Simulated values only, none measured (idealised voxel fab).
The process module presented herein is designated voxel tone inversion.
Section shown: cut. Width: 255 nm. Cell size: 5 nm, square.
This document writes a cross-section as a grid whose cells are square, and gives it as bands, listed from the top down; one or more rows of cells form a band.
Quick guide to a band line: top height, bottom height (nm) up front; then every material left to right with its width in nm. Only one material and it's marked "full width"? Then it fills the band edge to edge. And "empty" just means empty space.
Beneath 0, the wafer as received is one material, and that level is where height counting begins. The lowest band goes on downward without a bottom; it is written like "from 0 down".
When a width is written as two numbers, as in "30 to 40", the first number is the width in the top row of cells of the band and the second is the width in its bottom row, and the width changes by the same amount from each row to the next.
Step note "nothing altered" = no cross-section cell changed.
"Unvented internal voids" - sealed voids, min. 8 cells, no opening to top; format: width x height at distance (distance from left edge; nm throughout).
On each step's line, the part that comes after the settings is the simulator's own comment on the step.
Each step line may optionally specify "overlay nm", which for a step with a mask gives the rightward distance between the mask's planned place and where it lay, a negative value indicating the leftward direction.
[Steps planned for the process]
- 1: RECEIVE [material Si]
- 2: CONFORMAL_DEP [material SiN] [thk nm 5]
- 3: DIRECTIONAL_DEP [material aC] [thk nm 25]
- 4: PATTERN [tone cover] [mask id POSTS] [material resist] [width nm 15] [pitch nm 35] [thk nm 35] [overlay nm 0]
- 5: DIRECTIONAL_ETCH [etch materials aC] [depth nm 25]
- 6: STRIP [etch materials resist]
- 7: FILL_DEP [material lowk] [thk nm 10]
- 8: CMP [height nm 30]
- 9: STRIP [etch materials aC]
- 10: CONFORMAL_DEP [material TiN] [thk nm 5]
- 11: FILL_DEP [material Cu] [thk nm 10]
- 12: CMP [height nm 30]
- 13: CONFORMAL_DEP [material SiN] [thk nm 5]
[As-received wafer cross-section (after step 1)]
* from 0 down | Si full width
* Unvented internal voids: none
[What the wafer looks like in cross-section after this module, when it starts as shown above and follows the plan above but one mistake is made in running it]
* from 35 to 30 | SiN full width
* from 30 to 10 | lowk 105 nm; TiN 5 nm; Cu 5 nm; TiN 5 nm; lowk 20 nm; TiN 5 nm; Cu 5 nm; TiN 5 nm; lowk 100 nm
* from 10 to 5 | lowk 105 nm; TiN 15 nm; lowk 20 nm; TiN 15 nm; lowk 100 nm
* from 5 to 0 | SiN full width
* from 0 down | Si full width
* Unvented internal voids: none
Nonconformance to the process plan: rather than as planned, step 4 actually ran as PATTERN [tone cover] [mask id POSTS] [material resist] [width nm 15] [pitch nm 35] [thk nm 35] [overlay nm 5]
